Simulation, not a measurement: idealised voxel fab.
process module | voxel gate over fins
cross-section cut | 275 nm wide | cells 5 nm
A cross-section is a grid of square cells, given in bands from the top down. A band is one or more rows of cells.
Each band's line starts with the height of the band's top and of its bottom, in nm. Then come its materials from left to right, each with its width in nm. One material with "throughout" fills the band from edge to edge. "air" is empty space.
Height 0 is the level under which the wafer as received is all one material. The lowest band goes on downwards, as in "0 down".
A width such as "30 to 40" changes by the same amount from each row of cells to the next, from the band's top row to its bottom row.
"no change" after a step means that no cell of the cross-section changed.
closed voids: empty space of 8 cells or more with no open way to the top, each as width x height at its distance from the left edge, in nm
after a step's settings: what the simulator itself notes on the step
overlay nm, on a step with a mask: how far to the right of its planned place the mask lay; to the left if negative
plan
1 op RECEIVE | material Si
2 op CONFORMAL_DEP | material SiN | thk nm 5
3 op PATTERN | tone cover | mask id FINS | material resist | width nm 15 | pitch nm 55 | thk nm 15 | overlay nm 0
4 op DIRECTIONAL_ETCH | etch materials SiN | depth nm 5
5 op DIRECTIONAL_ETCH | etch materials Si | depth nm 30
6 op STRIP | etch materials resist
7 op FILL_DEP | material SiO2 | thk nm 10
8 op CMP | height nm 5
9 op MASKED_ETCH | tone open | mask id RAIL | width nm 15 | etch materials SiO2 | depth nm 30 | overlay nm 0
10 op CONFORMAL_DEP | material TiN | thk nm 5
11 op FILL_DEP | material W | thk nm 5
12 op CMP | height nm 5
13 op SELECTIVE_ETCH | etch materials W Ru TiN | depth nm 20
14 op FILL_DEP | material SiO2 | thk nm 5
15 op CMP | height nm 5
16 op SELECTIVE_ETCH | etch materials SiO2 | depth nm 15
17 op STRIP | etch materials SiN
18 op CONFORMAL_DEP | material HfO2 | thk nm 5
19 op CONFORMAL_DEP | material TiN | thk nm 5
20 op CONFORMAL_DEP | material TiAl | thk nm 5
21 op CONFORMAL_DEP | material TiN | thk nm 5
22 op FILL_DEP | material W | thk nm 15
23 op CMP | height nm 30
24 op CONFORMAL_DEP | material SiN | thk nm 10
as received, after step 1
  0 down: Si throughout
  closed voids: none
a wafer at the end: this start, this plan, one mistake
  40 to 30: SiN throughout
  30 to 20: W throughout
  20 to 15: W 80 | TiN 110 | W 85
  15 to 10: W 80 | TiN 5 | TiAl 45 | TiN 10 | TiAl 45 | TiN 5 | W 85
  10 to 5: TiN 85 | TiAl 5 | TiN 35 | TiAl 5 | TiN 10 | TiAl 5 | TiN 35 | TiAl 5 | TiN 90
  5 to 0: TiAl 90 | TiN 5 | HfO2 25 | TiN 5 | TiAl 20 | TiN 5 | HfO2 25 | TiN 5 | TiAl 95
  0 to -5: TiN 95 | HfO2 5 | Si 15 | HfO2 5 | TiN 30 | HfO2 5 | Si 15 | HfO2 5 | TiN 100
  -5 to -10: HfO2 100 | Si 15 | HfO2 40 | Si 15 | HfO2 105
  -10 to -15: SiO2 100 | Si 15 | SiO2 40 | Si 15 | SiO2 105
  -15 to -20: SiO2 100 | Si 15 | SiO2 10 | TiN 5 | W 5 | TiN 5 | SiO2 15 | Si 15 | SiO2 105
  -20 to -25: SiO2 100 | Si 15 | SiO2 10 | TiN 15 | SiO2 15 | Si 15 | SiO2 105
  -25 to -40: SiO2 100 | Si 15 | SiO2 40 | Si 15 | SiO2 105
  -40 down: Si throughout
  closed voids: none
what went wrong: step 5 ran as: op DIRECTIONAL_ETCH | etch materials Si | depth nm 40
